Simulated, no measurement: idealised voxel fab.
The following is a process module called voxel spacer lines.
Section shown: cut. Width: 280 nm. Cell size: 5 nm, square.
We lay out every cross-section as a grid of square cells and spell it out in bands from the top down, where one band means one or more rows of cells. Band entry format. Leading values: height of top, height of bottom, nm. Remainder: materials in left-to-right order, each with its width in nm. Special words: "all across" on a single material, which then fills the band edge to edge; "empty", empty space. Height 0 is the level under which the wafer as received is all one material. The lowest band goes on downwards, as in "0 -> down". The notation "30 to 40" denotes a width that varies across the rows of cells in the band, beginning at the first number in the top row, finishing at the second number in the bottom row, and changing by an identical amount from each row to the next. The designation "no modifications", where it is given for a processing step, indicates that no cell of the cross-section was altered in the course of that step. Entry "Enclosed internal cavities". Content: empty spaces with no open connection to the top, size 8 cells or greater. Each: width x height at distance. Distance: from left edge. Unit: nm. Note: text after step settings on the step line = simulator remark on that step. overlay nm: mask offset rightward from planned place, masked step; negative means leftward offset.
# So here's the lineup of process steps we planned
1) RECEIVE, material Si
2) CONFORMAL_DEP, material Al2O3, thk nm 10
3) DIRECTIONAL_DEP, material SiN, thk nm 10
4) DIRECTIONAL_DEP, material aC, thk nm 20
5) PATTERN, tone cover, mask id MANDREL, material resist, width nm 25, pitch nm 70, thk nm 30, overlay nm 0
6) DIRECTIONAL_ETCH, etch materials aC, depth nm 20
7) STRIP, etch materials resist
8) CONFORMAL_DEP, material SiO2, thk nm 10
9) DIRECTIONAL_ETCH, etch materials SiO2, depth nm 10
10) STRIP, etch materials aC
11) DIRECTIONAL_ETCH, etch materials SiN, depth nm 10
12) STRIP, etch materials SiO2
# Cross-sectional view of the wafer in its as-received condition, corresponding to the state after step 1
- 0 -> down  Si all across
- Enclosed internal cavities: none
# The cross-section shown corresponds to the wafer at the conclusion of the module. The initial structure and the process plan are those presented above; however, one mistake occurred in executing the plan
- 20 -> 10  empty (35)  SiN (10)  empty (25)  SiN (10)  empty (25)  SiN (10)  empty (25)  SiN (10)  empty (25)  SiN (10)  empty (25)  SiN (10)  empty (60)
- 10 -> 0  Al2O3 all across
- 0 -> down  Si all across
- Enclosed internal cavities: none
What went wrong in running the wafer? step 5 went in with a setting other than planned; the actual run was PATTERN, tone cover, mask id MANDREL, material resist, width nm 25, pitch nm 70, thk nm 30, overlay nm -10
